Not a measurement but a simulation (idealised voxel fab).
A process module follows: voxel plated lines.
Shown is cross-section cut, with a width of 295 nm and square cells of size 5 nm.
Format of a cross-section: grid, square cells. Given as bands. Order: top down. Band: one or more rows of cells. Heights first: top, then bottom, in nm. Then materials, left to right, each with a width in nm. "edge to edge" on a single material: fills the band edge to edge. "empty": empty space. Heights are expressed relative to 0, this being the level below which the as-received wafer comprises one material exclusively. The lowest band is unbounded in the downward direction and is denoted as in "0..down". Read "30->40" as a graded width: first number on top, second number at the bottom, same change between each pair of neighbouring rows. You'll sometimes find "nothing was modified" written for a step, and that's the way of saying that nowhere in the cross-section did a cell change during that step. The entry titled "Trapped void list" provides the empty spaces that have no open way to the top, restricted to those of 8 cells or more. Each is presented as width x height at distance, the distance being measured from the left edge, with all three in nm. That trailing text on a step's line, after the settings, is the simulator's own remark on the step. overlay nm: on a step with a mask, how far right of its planned place the mask lay; negative means left.

[Steps planned for the process]
- 1: RECEIVE (material Si)
- 2: CONFORMAL_DEP (material Al2O3; thk nm 15)
- 3: DIRECTIONAL_DEP (material TiN; thk nm 5)
- 4: PATTERN (tone open; mask id LINES; material resist; width nm 30; pitch nm 55; thk nm 20; overlay nm 0)
- 5: EPI (material Ru; thk nm 5)
- 6: STRIP (etch materials resist)
- 7: DIRECTIONAL_ETCH (etch materials TiN; depth nm 5)
- 8: CONFORMAL_DEP (material SiN; thk nm 10)

[As-received state of the wafer in cross-section, equivalent to post-step 1]
    0..down  Si edge to edge
    Trapped void list: none

[Cross-section taken at module completion on the first of two wafers; processed per the plan]
    35..25  empty 95  SiN 50  empty 5  SiN 50  empty 95
    25..20  SiN 105  Ru 30  SiN 25  Ru 30  SiN 105
    20..15  SiN 105  TiN 30  SiN 25  TiN 30  SiN 105
    15..0  Al2O3 edge to edge
    0..down  Si edge to edge
    Trapped void list: none

[Wafer two, end of module, cross-section. Same start, same plan as wafer one. One mistake in the run]
    35..25  empty 105  SiN 50  empty 5  SiN 50  empty 85
    25..20  SiN 115  Ru 30  SiN 25  Ru 30  SiN 95
    20..15  SiN 115  TiN 30  SiN 25  TiN 30  SiN 95
    15..0  Al2O3 edge to edge
    0..down  Si edge to edge
    Trapped void list: none
It is concluded that the wafer was processed incorrectly with respect to the plan, in that contrary to plan, step 4 was performed as PATTERN (tone open; mask id LINES; material resist; width nm 30; pitch nm 55; thk nm 20; overlay nm 10)
Final state: per-material cell counts identical on both wafers; locations differ.
